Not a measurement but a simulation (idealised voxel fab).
Herein follows the process module entitled voxel local oxidation.
Pictured: cross-section cut, 155 nm wide, on a grid of 5 nm square cells.
Cross-section, as written here: a square-cell grid given band by band from the top down, where a band holds one or more rows of cells. What a band's entry tells you: where the top is and where the bottom is, as heights in nm, and after that what lies inside, material by material from left to right, each with its width in nm. Empty space is written as the word "empty", and a single material marked with the word "edge to edge" occupies the band from edge to edge. For the purposes of this specification, 0 denotes the height below which the wafer in its as-received condition is composed wholly of one material, and the lowermost band, lacking a lower limit, extends downward without end, as expressed in "top 0, no bottom". A two-number width, for instance "30->40", indicates that the width is equal to the first number in the top row of the band and to the second number in the bottom row, and that it changes by a constant amount per row of cells. "same as before" (step): cross-section cells unchanged, all of them. The entry titled "Closed voids list" provides the empty spaces that have no open way to the top, restricted to those of 8 cells or more. Each is presented as width x height at distance, the distance being measured from the left edge, with all three in nm. If you see something after the settings on a step's line, that's the simulator's own remark about that step. The line of a step may include "overlay nm". On a step with a mask, this value is how far to the right of its planned place the mask lay. A negative value means the mask lay to the left.

The steps planned for the process are as follows
1. op RECEIVE | material Si
2. op CONFORMAL_DEP | material SiO2 | thk nm 5
3. op CONFORMAL_DEP | material SiN | thk nm 10
4. op DIRECTIONAL_DEP | material aC | thk nm 15
5. op PATTERN | tone cover | mask id ACTIVE | material resist | width nm 90 | thk nm 35 | overlay nm 0
6. op DIRECTIONAL_ETCH | etch materials aC | depth nm 15
7. op STRIP | etch materials resist
8. op DIRECTIONAL_ETCH | etch materials SiN | depth nm 10
9. op STRIP | etch materials aC
10. op SELECTIVE_ETCH | etch materials SiO2 | depth nm 5
11. op OXIDIZE | depth nm 10
12. op STRIP | etch materials SiN

Wafer as received: cross-section following step 1
	top 0, no bottom | Si edge to edge
	Closed voids list: none

The plan above was carried out on the starting structure above with one mistake, and this cross-section shows the wafer at the end of the module
	top 5, bottom 0 | 30 empty, 90 SiO2, 35 empty
	top 0, bottom -10 | 40 SiO2, 70 Si, 45 SiO2
	top -10, no bottom | Si edge to edge
	Closed voids list: none
Nonconformance to the process plan: the process deviated at step 5: the operation and settings actually run there were op PATTERN | tone cover | mask id ACTIVE | material resist | width nm 100 | thk nm 35 | overlay nm 0
